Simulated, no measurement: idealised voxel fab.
The document below concerns the process module designated voxel tone inversion.
The cross-section shown here is cut; it is 260 nm wide and divided into square cells measuring 5 nm on a side.
A cross-section is a grid of square cells, given in bands from the top down. A band is one or more rows of cells. Read a band's entry like this: the first values are the height of its top and the height of its bottom in nm, and what follows is the sequence of materials from left to right, each with its width in nm. Note that "blank" is empty space, and that a single material marked "all across" reaches across the band from edge to edge. Where do heights start? At 0: under that level the wafer as delivered is made of one material only. And the lowest band has no floor; it just carries on downward, as in "from 0 down". With a width like "30 to 40", each row of cells in the band differs from the next by the same amount, the top row carrying the first number and the bottom row the second. Key: "no change" - step with no changed cell in the cross-section. Closed-off voids of 8+ cells (no open route to the top) go in "Fully enclosed voids", written width x height at distance from the left edge, in nm. That trailing text on a step's line, after the settings, is the simulator's own remark on the step. Steps that use a mask can have "overlay nm" on their line. It says how far the mask sat to the right of where it was meant to be. Negative means to the left.

This section lists the process steps that were planned
step 1: op RECEIVE | material Si
step 2: op CONFORMAL_DEP | material SiCN | thk nm 10
step 3: op DIRECTIONAL_DEP | material polySi | thk nm 25
step 4: op PATTERN | tone cover | mask id POSTS | material resist | width nm 20 | pitch nm 45 | thk nm 30 | overlay nm 0
step 5: op DIRECTIONAL_ETCH | etch materials polySi | depth nm 25
step 6: op STRIP | etch materials resist
step 7: op FILL_DEP | material lowk | thk nm 10
step 8: op CMP | height nm 35
step 9: op STRIP | etch materials polySi

The cross-section here shows the wafer as received, i.e. in its state after step 1
* from 0 down | Si all across
* Fully enclosed voids: none

First wafer at the end, as planned
* from 35 to 10 | 50 lowk  20 blank  25 lowk  20 blank  25 lowk  20 blank  25 lowk  20 blank  55 lowk
* from 10 to 0 | SiCN all across
* from 0 down | Si all across
* Fully enclosed voids: none

Module end: cross-section of wafer two of two. Same start and process plan as the first wafer. One mistake during execution
* from 35 to 10 | 50 blank  20 lowk  25 blank  20 lowk  25 blank  20 lowk  25 blank  20 lowk  55 blank
* from 10 to 0 | SiCN all across
* from 0 down | Si all across
* Fully enclosed voids: none
Finding, execution versus plan: for step 4, the planned setting was not used; the step was instead run as op PATTERN | tone open | mask id POSTS | material resist | width nm 20 | pitch nm 45 | thk nm 30 | overlay nm 0
Wrapping up, a cell-based count of both wafers puts the second over or under the first for these materials: lowk -100
